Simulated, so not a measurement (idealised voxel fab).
Presented below is a process module, voxel ribs on slabs.
The cross-section on display is named cut; it measures 265 nm wide, and its cells are 5 nm squares.
We lay out every cross-section as a grid of square cells and spell it out in bands from the top down, where one band means one or more rows of cells.
For a band, the entry starts with two heights in nm, that of the top and then that of the bottom, and carries on with the band's materials in order from left to right, each alongside its width in nm; the word "full width" beside a single material means it fills the band edge to edge, and "air" means empty space.
Height datum 0, below which the as-received substrate wafer is one material. Lowest band open at the bottom, running downward: "0 and below".
Width: "30..40" (first number = top row, second number = bottom row, same change from row to row of cells).
Take "remains unaltered" at face value: in the step it is given for, the cross-section changed in none of its cells.
"Closed void listing" lists enclosed empty spaces (at least 8 cells, no open path upward to the top), each as width x height at distance from the left edge, in nm.
Where a step's line continues beyond its settings, the continuation is a remark by the simulator itself on that step.
Each step line may optionally specify "overlay nm", which for a step with a mask gives the rightward distance between the mask's planned place and where it lay, a negative value indicating the leftward direction.

PROCESS STEPS FORESEEN IN THE PLAN
step 1: RECEIVE,material Si
step 2: DIRECTIONAL_DEP,material SiO2,thk nm 30
step 3: DIRECTIONAL_DEP,material SiN,thk nm 20
step 4: PATTERN,tone cover,mask id RIB,material resist,width nm 30,thk nm 20,overlay nm 0
step 5: DIRECTIONAL_ETCH,etch materials SiN,depth nm 15
step 6: STRIP,etch materials resist
step 7: MASKED_ETCH,tone cover,mask id SLAB,width nm 90,etch materials SiN,depth nm 5,overlay nm 0
step 8: FILL_DEP,material SiO2,thk nm 25
step 9: CMP,height nm 65
step 10: DIRECTIONAL_DEP,material TiN,thk nm 10
step 11: MASKED_ETCH,tone cover,mask id HEATER,width nm 40,etch materials TiN,depth nm 10,overlay nm 0
step 12: CONFORMAL_DEP,material SiN,thk nm 5

AS-RECEIVED WAFER CROSS-SECTION (AFTER STEP 1)
- 0 and below  Si full width
- Closed void listing: none

POST-MODULE CROSS-SECTION: IDENTICAL START AND PLAN TO THOSE ABOVE, ONE MISSTEP IN EXECUTION
- 80 down to 70  air: 105, TiN: 50, air: 110
- 70 down to 65  TiN full width
- 65 down to 50  SiO2 full width
- 50 down to 35  SiO2: 115, SiN: 30, SiO2: 120
- 35 down to 30  SiO2: 85, SiN: 90, SiO2: 90
- 30 down to 0  SiO2 full width
- 0 and below  Si full width
- Closed void listing: none
What broke from the plan during processing? step 12 changed vs plan, executed as CONFORMAL_DEP,material TiN,thk nm 5
